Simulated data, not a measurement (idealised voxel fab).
You're looking at the process module voxel trench capacitor.
Shown is cross-section cut, with a width of 245 nm and square cells of size 5 nm.
The cross-sections in this document take the form of a grid made of square cells. They are written out as bands, in order from top to bottom. Each band consists of one or more rows of cells.
First you get the band's top height and its bottom height, in nm, and then the materials it's made of, left to right, with each width in nm. If you see a single material with "all across", that one covers the band edge to edge. "empty" is empty space.
Counting heights begins at 0, where everything beneath is, in the wafer as received, one material. The lowest band has no bottom; it goes on downwards, as "top 0, no bottom" shows.
Note: "30 to 40" means the width goes from the first number (top row of the band) to the second number (bottom row) in equal steps per row of cells.
"left unchanged" for a step: no cell of the cross-section changed in that step.
Empty spaces counting at least 8 cells and having no open way to the top are listed in "Closed void catalog". The notation width x height at distance is used for each, the distance being from the left edge and all three values in nm.
Anything after a step's settings on that line? It's the simulator's own note about the step.
Each step line may optionally specify "overlay nm", which for a step with a mask gives the rightward distance between the mask's planned place and where it lay, a negative value indicating the leftward direction.
**The process steps that were planned are listed below**
- 1: RECEIVE (material Si)
- 2: CONFORMAL_DEP (material SiN; thk nm 5)
- 3: DIRECTIONAL_DEP (material aC; thk nm 15)
- 4: PATTERN (tone open; mask id TRENCH; material resist; width nm 25; pitch nm 50; thk nm 30; overlay nm 0)
- 5: DIRECTIONAL_ETCH (etch materials aC; depth nm 15)
- 6: STRIP (etch materials resist)
- 7: DIRECTIONAL_ETCH (etch materials SiN; depth nm 5)
- 8: DIRECTIONAL_ETCH (etch materials Si; depth nm 25)
- 9: STRIP (etch materials aC)
- 10: CONFORMAL_DEP (material HfO2; thk nm 5)
- 11: CONFORMAL_DEP (material TiN; thk nm 5)
- 12: FILL_DEP (material W; thk nm 5)
- 13: CMP (height nm 5)
**First out of two wafers; run went to plan**
**As-received wafer cross-section (after step 1)**
* top 0, no bottom: Si all across
* Closed void catalog: none
**Cross-section through the wafer, step 2 finished**
* top 5, bottom 0: SiN all across
* All layers under 0 are left as they were.
**Cross-section through the wafer, step 3 finished**
* top 20, bottom 5: aC all across
* All layers under 5 are left as they were.
**Cross-section through the wafer, step 4 finished**
* top 50, bottom 20: resist=60  empty=25  resist=25  empty=25  resist=25  empty=25  resist=60
* All layers under 20 are left as they were.
**Cross-section through the wafer, step 5 finished**
* top 35, bottom 20: resist=60  empty=25  resist=25  empty=25  resist=25  empty=25  resist=60
* top 20, bottom 5: aC=60  empty=25  aC=25  empty=25  aC=25  empty=25  aC=60
* All layers under 5 are left as they were.
**Cross-section through the wafer, step 6 finished**
* top 20, bottom 5: aC=60  empty=25  aC=25  empty=25  aC=25  empty=25  aC=60
* All layers under 5 are left as they were.
**Cross-section through the wafer, step 7 finished**
* top 20, bottom 5: aC=60  empty=25  aC=25  empty=25  aC=25  empty=25  aC=60
* top 5, bottom 0: SiN=60  empty=25  SiN=25  empty=25  SiN=25  empty=25  SiN=60
* All layers under 0 are left as they were.
**Cross-section through the wafer, step 8 finished**
* top 20, bottom 5: aC=60  empty=25  aC=25  empty=25  aC=25  empty=25  aC=60
* top 5, bottom 0: SiN=60  empty=25  SiN=25  empty=25  SiN=25  empty=25  SiN=60
* top 0, bottom -25: Si=60  empty=25  Si=25  empty=25  Si=25  empty=25  Si=60
* All layers under -25 are left as they were.
**Cross-section through the wafer, step 9 finished**
* top 5, bottom 0: SiN=60  empty=25  SiN=25  empty=25  SiN=25  empty=25  SiN=60
* All layers under 0 are left as they were.
**Cross-section through the wafer, step 10 finished**
* top 10, bottom 5: HfO2=65  empty=15  HfO2=35  empty=15  HfO2=35  empty=15  HfO2=65
* top 5, bottom 0: SiN=60  HfO2=5  empty=15  HfO2=5  SiN=25  HfO2=5  empty=15  HfO2=5  SiN=25  HfO2=5  empty=15  HfO2=5  SiN=60
* top 0, bottom -20: Si=60  HfO2=5  empty=15  HfO2=5  Si=25  HfO2=5  empty=15  HfO2=5  Si=25  HfO2=5  empty=15  HfO2=5  Si=60
* top -20, bottom -25: Si=60  HfO2=25  Si=25  HfO2=25  Si=25  HfO2=25  Si=60
* All layers under -25 are left as they were.
**Cross-section through the wafer, step 11 finished**
* top 15, bottom 10: TiN=70  empty=5  TiN=45  empty=5  TiN=45  empty=5  TiN=70
* top 10, bottom 5: HfO2=65  TiN=5  empty=5  TiN=5  HfO2=35  TiN=5  empty=5  TiN=5  HfO2=35  TiN=5  empty=5  TiN=5  HfO2=65
* top 5, bottom 0: SiN=60  HfO2=5  TiN=5  empty=5  TiN=5  HfO2=5  SiN=25  HfO2=5  TiN=5  empty=5  TiN=5  HfO2=5  SiN=25  HfO2=5  TiN=5  empty=5  TiN=5  HfO2=5  SiN=60
* top 0, bottom -15: Si=60  HfO2=5  TiN=5  empty=5  TiN=5  HfO2=5  Si=25  HfO2=5  TiN=5  empty=5  TiN=5  HfO2=5  Si=25  HfO2=5  TiN=5  empty=5  TiN=5  HfO2=5  Si=60
* top -15, bottom -20: Si=60  HfO2=5  TiN=15  HfO2=5  Si=25  HfO2=5  TiN=15  HfO2=5  Si=25  HfO2=5  TiN=15  HfO2=5  Si=60
* All layers under -20 are left as they were.
**Cross-section through the wafer, step 12 finished**
* top 20, bottom 15: W all across
* top 15, bottom 10: TiN=70  W=5  TiN=45  W=5  TiN=45  W=5  TiN=70
* top 10, bottom 5: HfO2=65  TiN=5  W=5  TiN=5  HfO2=35  TiN=5  W=5  TiN=5  HfO2=35  TiN=5  W=5  TiN=5  HfO2=65
* top 5, bottom 0: SiN=60  HfO2=5  TiN=5  W=5  TiN=5  HfO2=5  SiN=25  HfO2=5  TiN=5  W=5  TiN=5  HfO2=5  SiN=25  HfO2=5  TiN=5  W=5  TiN=5  HfO2=5  SiN=60
* top 0, bottom -15: Si=60  HfO2=5  TiN=5  W=5  TiN=5  HfO2=5  Si=25  HfO2=5  TiN=5  W=5  TiN=5  HfO2=5  Si=25  HfO2=5  TiN=5  W=5  TiN=5  HfO2=5  Si=60
* All layers under -15 are left as they were.
**Cross-section through the wafer, step 13 finished**
* top 5, bottom 0: SiN=60  HfO2=5  TiN=5  W=5  TiN=5  HfO2=5  SiN=25  HfO2=5  TiN=5  W=5  TiN=5  HfO2=5  SiN=25  HfO2=5  TiN=5  W=5  TiN=5  HfO2=5  SiN=60
* All layers under 0 are left as they were.
**Second wafer. Start and plan as for the first. One mistake made in running. Agrees with the first up to and including step 3**
**What the second wafer looks like in cross-section when step 4 should have wrapped up**
* top 50, bottom 20: resist=65  empty=20  resist=30  empty=20  resist=30  empty=20  resist=60
* All layers under 20 are left as they were.
**What the second wafer looks like in cross-section when step 5 should have wrapped up**
* top 35, bottom 20: resist=65  empty=20  resist=30  empty=20  resist=30  empty=20  resist=60
* top 20, bottom 5: aC=65  empty=20  aC=30  empty=20  aC=30  empty=20  aC=60
* All layers under 5 are left as they were.
**What the second wafer looks like in cross-section when step 6 should have wrapped up**
* top 20, bottom 5: aC=65  empty=20  aC=30  empty=20  aC=30  empty=20  aC=60
* All layers under 5 are left as they were.
**What the second wafer looks like in cross-section when step 7 should have wrapped up**
* top 20, bottom 5: aC=65  empty=20  aC=30  empty=20  aC=30  empty=20  aC=60
* top 5, bottom 0: SiN=65  empty=20  SiN=30  empty=20  SiN=30  empty=20  SiN=60
* All layers under 0 are left as they were.
**What the second wafer looks like in cross-section when step 8 should have wrapped up**
* top 20, bottom 5: aC=65  empty=20  aC=30  empty=20  aC=30  empty=20  aC=60
* top 5, bottom 0: SiN=65  empty=20  SiN=30  empty=20  SiN=30  empty=20  SiN=60
* top 0, bottom -25: Si=65  empty=20  Si=30  empty=20  Si=30  empty=20  Si=60
* All layers under -25 are left as they were.
**What the second wafer looks like in cross-section when step 9 should have wrapped up**
* top 5, bottom 0: SiN=65  empty=20  SiN=30  empty=20  SiN=30  empty=20  SiN=60
* All layers under 0 are left as they were.
**What the second wafer looks like in cross-section when step 10 should have wrapped up**
* top 10, bottom 5: HfO2=70  empty=10  HfO2=40  empty=10  HfO2=40  empty=10  HfO2=65
* top 5, bottom 0: SiN=65  HfO2=5  empty=10  HfO2=5  SiN=30  HfO2=5  empty=10  HfO2=5  SiN=30  HfO2=5  empty=10  HfO2=5  SiN=60
* top 0, bottom -20: Si=65  HfO2=5  empty=10  HfO2=5  Si=30  HfO2=5  empty=10  HfO2=5  Si=30  HfO2=5  empty=10  HfO2=5  Si=60
* top -20, bottom -25: Si=65  HfO2=20  Si=30  HfO2=20  Si=30  HfO2=20  Si=60
* All layers under -25 are left as they were.
**What the second wafer looks like in cross-section when step 11 should have wrapped up**
* top 15, bottom 10: TiN all across
* top 10, bottom 5: HfO2=70  TiN=10  HfO2=40  TiN=10  HfO2=40  TiN=10  HfO2=65
* top 5, bottom 0: SiN=65  HfO2=5  TiN=10  HfO2=5  SiN=30  HfO2=5  TiN=10  HfO2=5  SiN=30  HfO2=5  TiN=10  HfO2=5  SiN=60
* top 0, bottom -20: Si=65  HfO2=5  TiN=10  HfO2=5  Si=30  HfO2=5  TiN=10  HfO2=5  Si=30  HfO2=5  TiN=10  HfO2=5  Si=60
* All layers under -20 are left as they were.
**What the second wafer looks like in cross-section when step 12 should have wrapped up**
* top 20, bottom 15: W all across
* All layers under 15 are left as they were.
**What the second wafer looks like in cross-section when step 13 should have wrapped up**
* top 5, bottom 0: SiN=65  HfO2=5  TiN=10  HfO2=5  SiN=30  HfO2=5  TiN=10  HfO2=5  SiN=30  HfO2=5  TiN=10  HfO2=5  SiN=60
* All layers under 0 are left as they were.
In executing the process, a mistake was made relative to the plan: step 4 ran with different settings than intended, the actual operation and settings being PATTERN (tone open; mask id TRENCH; material resist; width nm 20; pitch nm 50; thk nm 30; overlay nm 0)
at the end the second wafer has, in cells: HfO2 -3 | Si +15 | SiN +3 | TiN -3 | W -12
